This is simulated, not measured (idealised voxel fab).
process module | voxel capacitor over wiring
cross-section cut | 255 nm wide | cells 5 nm
A cross-section is a grid of square cells, given in bands from the top down. A band is one or more rows of cells.
Each band's line starts with the height of the band's top and of its bottom, in nm. Then come its materials from left to right, each with its width in nm. One material with "throughout" fills the band from edge to edge. "air" is empty space.
Height 0 is the level under which the wafer as received is all one material. The lowest band goes on downwards, as in "0 down".
A width such as "30 to 40" changes by the same amount from each row of cells to the next, from the band's top row to its bottom row.
"no change" after a step means that no cell of the cross-section changed.
closed voids: empty space of 8 cells or more with no open way to the top, each as width x height at its distance from the left edge, in nm
after a step's settings: what the simulator itself notes on the step
overlay nm, on a step with a mask: how far to the right of its planned place the mask lay; to the left if negative
plan
1 op RECEIVE | material Si
2 op CONFORMAL_DEP | material SiO2 | thk nm 15
3 op CONFORMAL_DEP | material SiN | thk nm 5
4 op DIRECTIONAL_DEP | material lowk | thk nm 25
5 op DIRECTIONAL_DEP | material aC | thk nm 10
6 op PATTERN | tone open | mask id METAL_1 | material resist | width nm 25 | pitch nm 95 | thk nm 25 | overlay nm 0
7 op DIRECTIONAL_ETCH | etch materials aC | depth nm 10
8 op STRIP | etch materials resist
9 op DIRECTIONAL_ETCH | etch materials lowk | depth nm 25
10 op DIRECTIONAL_ETCH | etch materials SiN | depth nm 5
11 op STRIP | etch materials aC
12 op CONFORMAL_DEP | material TiN | thk nm 5
13 op FILL_DEP | material Cu | thk nm 10
14 op CMP | height nm 45
15 op CONFORMAL_DEP | material SiCN | thk nm 5
16 op DIRECTIONAL_DEP | material SiO2 | thk nm 10
17 op PATTERN | tone open | mask id PLUG_1 | material resist | width nm 15 | thk nm 15 | overlay nm 0
18 op DIRECTIONAL_ETCH | etch materials SiO2 | depth nm 10
19 op DIRECTIONAL_ETCH | etch materials SiCN | depth nm 5
20 op STRIP | etch materials resist
21 op CONFORMAL_DEP | material TiN | thk nm 5
22 op FILL_DEP | material W | thk nm 10
23 op CMP | height nm 60
24 op DIRECTIONAL_DEP | material TiN | thk nm 10
25 op DIRECTIONAL_DEP | material SiN | thk nm 5
26 op DIRECTIONAL_DEP | material TiN | thk nm 10
27 op DIRECTIONAL_DEP | material aC | thk nm 10
28 op PATTERN | tone cover | mask id UPPER_PLATE | material resist | width nm 75 | thk nm 25 | overlay nm 0
29 op DIRECTIONAL_ETCH | etch materials aC | depth nm 10
30 op STRIP | etch materials resist
31 op DIRECTIONAL_ETCH | etch materials TiN | depth nm 10
32 op DIRECTIONAL_ETCH | etch materials SiN | depth nm 5
33 op STRIP | etch materials aC
34 op DIRECTIONAL_DEP | material aC | thk nm 15
35 op PATTERN | tone cover | mask id LOWER_PLATE | material resist | width nm 85 | thk nm 30 | overlay nm 0
36 op DIRECTIONAL_ETCH | etch materials aC | depth nm 15
37 op STRIP | etch materials resist
38 op DIRECTIONAL_ETCH | etch materials TiN | depth nm 10
39 op STRIP | etch materials aC
40 op FILL_DEP | material SiO2 | thk nm 15
41 op CMP | height nm 95
42 op DIRECTIONAL_DEP | material aC | thk nm 10
43 op PATTERN | tone open | mask id PLUG_2 | material resist | width nm 15 | thk nm 25 | overlay nm 0
44 op DIRECTIONAL_ETCH | etch materials aC | depth nm 10
45 op STRIP | etch materials resist
46 op DIRECTIONAL_ETCH | etch materials SiO2 | depth nm 10
47 op STRIP | etch materials aC
48 op CONFORMAL_DEP | material TiN | thk nm 5
49 op FILL_DEP | material Cu | thk nm 5
50 op CMP | height nm 95
51 op CONFORMAL_DEP | material SiN | thk nm 5
first wafer, as planned
as received, after step 1
  0 down: Si throughout
  closed voids: none
after step 2
  15 to 0: SiO2 throughout
  below 0: unchanged
after step 3
  20 to 15: SiN throughout
  below 15: unchanged
after step 4
  45 to 20: lowk throughout
  below 20: unchanged
after step 5
  55 to 45: aC throughout
  below 45: unchanged
after step 6
  80 to 55: resist 65 | air 25 | resist 70 | air 25 | resist 70
  below 55: unchanged
after step 7
  70 to 55: resist 65 | air 25 | resist 70 | air 25 | resist 70
  55 to 45: aC 65 | air 25 | aC 70 | air 25 | aC 70
  below 45: unchanged
after step 8
  55 to 45: aC 65 | air 25 | aC 70 | air 25 | aC 70
  below 45: unchanged
after step 9
  55 to 45: aC 65 | air 25 | aC 70 | air 25 | aC 70
  45 to 20: lowk 65 | air 25 | lowk 70 | air 25 | lowk 70
  below 20: unchanged
after step 10
  55 to 45: aC 65 | air 25 | aC 70 | air 25 | aC 70
  45 to 20: lowk 65 | air 25 | lowk 70 | air 25 | lowk 70
  20 to 15: SiN 65 | air 25 | SiN 70 | air 25 | SiN 70
  below 15: unchanged
after step 11
  45 to 20: lowk 65 | air 25 | lowk 70 | air 25 | lowk 70
  below 20: unchanged
after step 12
  50 to 45: TiN 70 | air 15 | TiN 80 | air 15 | TiN 75
  45 to 20: lowk 65 | TiN 5 | air 15 | TiN 5 | lowk 70 | TiN 5 | air 15 | TiN 5 | lowk 70
  20 to 15: SiN 65 | TiN 25 | SiN 70 | TiN 25 | SiN 70
  below 15: unchanged
after step 13
  60 to 50: Cu throughout
  50 to 45: TiN 70 | Cu 15 | TiN 80 | Cu 15 | TiN 75
  45 to 20: lowk 65 | TiN 5 | Cu 15 | TiN 5 | lowk 70 | TiN 5 | Cu 15 | TiN 5 | lowk 70
  below 20: unchanged
after step 14
  45 to 20: lowk 65 | TiN 5 | Cu 15 | TiN 5 | lowk 70 | TiN 5 | Cu 15 | TiN 5 | lowk 70
  below 20: unchanged
after step 15
  50 to 45: SiCN throughout
  below 45: unchanged
after step 16
  60 to 50: SiO2 throughout
  below 50: unchanged
after step 17
  75 to 60: resist 75 | air 15 | resist 165
  below 60: unchanged
after step 18
  75 to 60: resist 75 | air 15 | resist 165
  60 to 50: SiO2 75 | air 15 | SiO2 165
  below 50: unchanged
after step 19
  75 to 60: resist 75 | air 15 | resist 165
  60 to 50: SiO2 75 | air 15 | SiO2 165
  50 to 45: SiCN 75 | air 15 | SiCN 165
  below 45: unchanged
after step 20
  60 to 50: SiO2 75 | air 15 | SiO2 165
  below 50: unchanged
after step 21
  65 to 60: TiN 80 | air 5 | TiN 170
  60 to 50: SiO2 75 | TiN 5 | air 5 | TiN 5 | SiO2 165
  50 to 45: SiCN 75 | TiN 15 | SiCN 165
  below 45: unchanged
after step 22
  75 to 65: W throughout
  65 to 60: TiN 80 | W 5 | TiN 170
  60 to 50: SiO2 75 | TiN 5 | W 5 | TiN 5 | SiO2 165
  below 50: unchanged
after step 23
  60 to 50: SiO2 75 | TiN 5 | W 5 | TiN 5 | SiO2 165
  below 50: unchanged
after step 24
  70 to 60: TiN throughout
  below 60: unchanged
after step 25
  75 to 70: SiN throughout
  below 70: unchanged
after step 26
  85 to 75: TiN throughout
  below 75: unchanged
after step 27
  95 to 85: aC throughout
  below 85: unchanged
after step 28
  120 to 95: air 75 | resist 75 | air 105
  below 95: unchanged
after step 29
  110 to 95: air 75 | resist 75 | air 105
  95 to 85: air 75 | aC 75 | air 105
  below 85: unchanged
after step 30
  95 to 85: air 75 | aC 75 | air 105
  below 85: unchanged
after step 31
  95 to 85: air 75 | aC 75 | air 105
  85 to 75: air 75 | TiN 75 | air 105
  below 75: unchanged
after step 32
  95 to 85: air 75 | aC 75 | air 105
  85 to 75: air 75 | TiN 75 | air 105
  75 to 70: air 75 | SiN 75 | air 105
  below 70: unchanged
after step 33
  85 to 75: air 75 | TiN 75 | air 105
  below 75: unchanged
after step 34
  100 to 85: air 75 | aC 75 | air 105
  85 to 75: aC 75 | TiN 75 | aC 105
  75 to 70: aC 75 | SiN 75 | aC 105
  below 70: unchanged
after step 35
  130 to 100: air 70 | resist 85 | air 100
  100 to 85: air 70 | resist 5 | aC 75 | resist 5 | air 100
  below 85: unchanged
after step 36
  115 to 100: air 70 | resist 85 | air 100
  100 to 85: air 70 | resist 5 | aC 75 | resist 5 | air 100
  85 to 75: air 70 | aC 5 | TiN 75 | aC 5 | air 100
  75 to 70: air 70 | aC 5 | SiN 75 | aC 5 | air 100
  below 70: unchanged
after step 37
  100 to 85: air 75 | aC 75 | air 105
  below 85: unchanged
after step 38
  100 to 85: air 75 | aC 75 | air 105
  85 to 75: air 70 | aC 5 | TiN 75 | aC 5 | air 100
  75 to 70: air 70 | aC 5 | SiN 75 | aC 5 | air 100
  70 to 60: air 70 | TiN 85 | air 100
  below 60: unchanged
after step 39
  85 to 75: air 75 | TiN 75 | air 105
  75 to 70: air 75 | SiN 75 | air 105
  below 70: unchanged
after step 40
  100 to 85: SiO2 throughout
  85 to 75: SiO2 75 | TiN 75 | SiO2 105
  75 to 70: SiO2 75 | SiN 75 | SiO2 105
  70 to 60: SiO2 70 | TiN 85 | SiO2 100
  below 60: unchanged
after step 41
  95 to 85: SiO2 throughout
  below 85: unchanged
after step 42
  105 to 95: aC throughout
  below 95: unchanged
after step 43
  130 to 105: resist 85 | air 15 | resist 155
  below 105: unchanged
after step 44
  120 to 105: resist 85 | air 15 | resist 155
  105 to 95: aC 85 | air 15 | aC 155
  below 95: unchanged
after step 45
  105 to 95: aC 85 | air 15 | aC 155
  below 95: unchanged
after step 46
  105 to 95: aC 85 | air 15 | aC 155
  95 to 85: SiO2 85 | air 15 | SiO2 155
  below 85: unchanged
after step 47
  95 to 85: SiO2 85 | air 15 | SiO2 155
  below 85: unchanged
after step 48
  100 to 95: TiN 90 | air 5 | TiN 160
  95 to 90: SiO2 85 | TiN 5 | air 5 | TiN 5 | SiO2 155
  90 to 85: SiO2 85 | TiN 15 | SiO2 155
  below 85: unchanged
after step 49
  105 to 100: Cu throughout
  100 to 95: TiN 90 | Cu 5 | TiN 160
  95 to 90: SiO2 85 | TiN 5 | Cu 5 | TiN 5 | SiO2 155
  below 90: unchanged
after step 50
  95 to 90: SiO2 85 | TiN 5 | Cu 5 | TiN 5 | SiO2 155
  below 90: unchanged
after step 51
  100 to 95: SiN throughout
  below 95: unchanged
second wafer: like start, like plan, one mistake. Through step 14 it matches the first wafer
when step 15 should have ended
  55 to 45: SiO2 throughout
  below 45: unchanged
when step 16 should have ended
  60 to 55: SiCN throughout
  below 55: unchanged
when step 17 should have ended
  75 to 60: resist 75 | air 15 | resist 165
  below 60: unchanged
when step 18 should have ended: no change
when step 19 should have ended
  75 to 60: resist 75 | air 15 | resist 165
  60 to 55: SiCN 75 | air 15 | SiCN 165
  below 55: unchanged
when step 20 should have ended
  60 to 55: SiCN 75 | air 15 | SiCN 165
  below 55: unchanged
when step 21 should have ended
  65 to 60: TiN 80 | air 5 | TiN 170
  60 to 55: SiCN 75 | TiN 15 | SiCN 165
  below 55: unchanged
when step 22 should have ended
  75 to 65: W throughout
  65 to 60: TiN 80 | W 5 | TiN 170
  below 60: unchanged
when step 23 should have ended
  60 to 55: SiCN 75 | TiN 15 | SiCN 165
  below 55: unchanged
when step 24 should have ended
  70 to 60: TiN throughout
  below 60: unchanged
when step 25 should have ended
  75 to 70: SiN throughout
  below 70: unchanged
when step 26 should have ended
  85 to 75: TiN throughout
  below 75: unchanged
when step 27 should have ended
  95 to 85: aC throughout
  below 85: unchanged
when step 28 should have ended
  120 to 95: air 75 | resist 75 | air 105
  below 95: unchanged
when step 29 should have ended
  110 to 95: air 75 | resist 75 | air 105
  95 to 85: air 75 | aC 75 | air 105
  below 85: unchanged
when step 30 should have ended
  95 to 85: air 75 | aC 75 | air 105
  below 85: unchanged
when step 31 should have ended
  95 to 85: air 75 | aC 75 | air 105
  85 to 75: air 75 | TiN 75 | air 105
  below 75: unchanged
when step 32 should have ended
  95 to 85: air 75 | aC 75 | air 105
  85 to 75: air 75 | TiN 75 | air 105
  75 to 70: air 75 | SiN 75 | air 105
  below 70: unchanged
when step 33 should have ended
  85 to 75: air 75 | TiN 75 | air 105
  below 75: unchanged
when step 34 should have ended
  100 to 85: air 75 | aC 75 | air 105
  85 to 75: aC 75 | TiN 75 | aC 105
  75 to 70: aC 75 | SiN 75 | aC 105
  below 70: unchanged
when step 35 should have ended
  130 to 100: air 70 | resist 85 | air 100
  100 to 85: air 70 | resist 5 | aC 75 | resist 5 | air 100
  below 85: unchanged
when step 36 should have ended
  115 to 100: air 70 | resist 85 | air 100
  100 to 85: air 70 | resist 5 | aC 75 | resist 5 | air 100
  85 to 75: air 70 | aC 5 | TiN 75 | aC 5 | air 100
  75 to 70: air 70 | aC 5 | SiN 75 | aC 5 | air 100
  below 70: unchanged
when step 37 should have ended
  100 to 85: air 75 | aC 75 | air 105
  below 85: unchanged
when step 38 should have ended
  100 to 85: air 75 | aC 75 | air 105
  85 to 75: air 70 | aC 5 | TiN 75 | aC 5 | air 100
  75 to 70: air 70 | aC 5 | SiN 75 | aC 5 | air 100
  70 to 60: air 70 | TiN 85 | air 100
  below 60: unchanged
when step 39 should have ended
  85 to 75: air 75 | TiN 75 | air 105
  75 to 70: air 75 | SiN 75 | air 105
  below 70: unchanged
when step 40 should have ended
  100 to 85: SiO2 throughout
  85 to 75: SiO2 75 | TiN 75 | SiO2 105
  75 to 70: SiO2 75 | SiN 75 | SiO2 105
  70 to 60: SiO2 70 | TiN 85 | SiO2 100
  below 60: unchanged
when step 41 should have ended
  95 to 85: SiO2 throughout
  below 85: unchanged
when step 42 should have ended
  105 to 95: aC throughout
  below 95: unchanged
when step 43 should have ended
  130 to 105: resist 85 | air 15 | resist 155
  below 105: unchanged
when step 44 should have ended
  120 to 105: resist 85 | air 15 | resist 155
  105 to 95: aC 85 | air 15 | aC 155
  below 95: unchanged
when step 45 should have ended
  105 to 95: aC 85 | air 15 | aC 155
  below 95: unchanged
when step 46 should have ended
  105 to 95: aC 85 | air 15 | aC 155
  95 to 85: SiO2 85 | air 15 | SiO2 155
  below 85: unchanged
when step 47 should have ended
  95 to 85: SiO2 85 | air 15 | SiO2 155
  below 85: unchanged
when step 48 should have ended
  100 to 95: TiN 90 | air 5 | TiN 160
  95 to 90: SiO2 85 | TiN 5 | air 5 | TiN 5 | SiO2 155
  90 to 85: SiO2 85 | TiN 15 | SiO2 155
  below 85: unchanged
when step 49 should have ended
  105 to 100: Cu throughout
  100 to 95: TiN 90 | Cu 5 | TiN 160
  95 to 90: SiO2 85 | TiN 5 | Cu 5 | TiN 5 | SiO2 155
  below 90: unchanged
when step 50 should have ended
  95 to 90: SiO2 85 | TiN 5 | Cu 5 | TiN 5 | SiO2 155
  below 90: unchanged
when step 51 should have ended
  100 to 95: SiN throughout
  below 95: unchanged
what went wrong: steps 15 and 16 were swapped
at the end the second wafer has, in cells: 6 more of SiO2 | 4 fewer of TiN | 2 fewer of W
